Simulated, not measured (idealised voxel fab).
Module name: voxel self aligned vias (process module)
Shown is cross-section cut, with a width of 225 nm and square cells of size 5 nm.
Notation: cross-section as square-cell grid; stated in bands, top first, going down; one or more cell rows per band. Per band: top height and bottom height in nm, followed by the left-to-right materials and their widths in nm; "edge to edge" marks a single material spanning edge to edge, "blank" marks empty space. Below 0: as-received wafer, all one material; heights counted from there. Lowest band: no bottom, goes on down, written "z 0 and below". Quick explanation for "30->40": the width changes in equal steps down the rows of cells, from the first number in the band's top row to the second number in its bottom row. Take "everything unchanged" at face value: in the step it is given for, the cross-section changed in none of its cells. Entry "Enclosed empty spaces" = empty spaces >= 8 cells with no open way to the top; each as width x height at distance, distance from left edge, all nm. Past the settings on a step's line: simulator remark, on that step. overlay nm: step with mask; distance mask lay right of planned place; negative value = left of planned place.

The planned process steps are enumerated hereunder
| 1 | RECEIVE | material Si |
| 2 | CONFORMAL_DEP | material SiO2 | thk nm 15 |
| 3 | CONFORMAL_DEP | material SiCN | thk nm 5 |
| 4 | DIRECTIONAL_DEP | material SiO2 | thk nm 25 |
| 5 | MASKED_ETCH | tone open | mask id LINES | width nm 25 | pitch nm 55 | etch materials SiO2 | depth nm 25 | overlay nm 0 |
| 6 | CONFORMAL_DEP | material TiN | thk nm 5 |
| 7 | FILL_DEP | material W | thk nm 10 |
| 8 | CMP | height nm 45 |
| 9 | SELECTIVE_ETCH | etch materials W Ru TiN | depth nm 5 |
| 10 | FILL_DEP | material SiN | thk nm 5 |
| 11 | CMP | height nm 45 |
| 12 | DIRECTIONAL_DEP | material SiO2 | thk nm 15 |
| 13 | MASKED_ETCH | tone open | mask id VIAS | width nm 35 | pitch nm 55 | etch materials SiO2 | depth nm 15 | overlay nm 0 |
| 14 | MASKED_ETCH | tone open | mask id VIAS | width nm 35 | pitch nm 55 | etch materials SiN | depth nm 5 | overlay nm 0 |
| 15 | CONFORMAL_DEP | material TiN | thk nm 5 |
| 16 | FILL_DEP | material W | thk nm 10 |
| 17 | CMP | height nm 60 |
| 18 | CONFORMAL_DEP | material SiN | thk nm 5 |

Incoming wafer, cross-sectional view, post step 1
- z 0 and below = Si edge to edge
- Enclosed empty spaces: none

Final wafer profile in cross-section after the module, from the same start and plan as above, with one mistake made during processing
- z 65 to 60 = SiN edge to edge
- z 60 to 50 = 60 W  5 TiN  35 SiO2  5 TiN  10 W  5 TiN  35 SiO2  5 TiN  65 W
- z 50 to 45 = 65 TiN  35 SiO2  20 TiN  35 SiO2  70 TiN
- z 45 to 40 = 70 SiO2  25 SiN  30 SiO2  25 SiN  75 SiO2
- z 40 to 25 = 70 SiO2  5 TiN  15 W  5 TiN  30 SiO2  5 TiN  15 W  5 TiN  75 SiO2
- z 25 to 20 = 70 SiO2  25 TiN  30 SiO2  25 TiN  75 SiO2
- z 20 to 15 = SiCN edge to edge
- z 15 to 0 = SiO2 edge to edge
- z 0 and below = Si edge to edge
- Enclosed empty spaces: none
Misprocessing identified: contrary to plan, step 13 was performed as MASKED_ETCH | tone cover | mask id VIAS | width nm 35 | pitch nm 55 | etch materials SiO2 | depth nm 15 | overlay nm 0
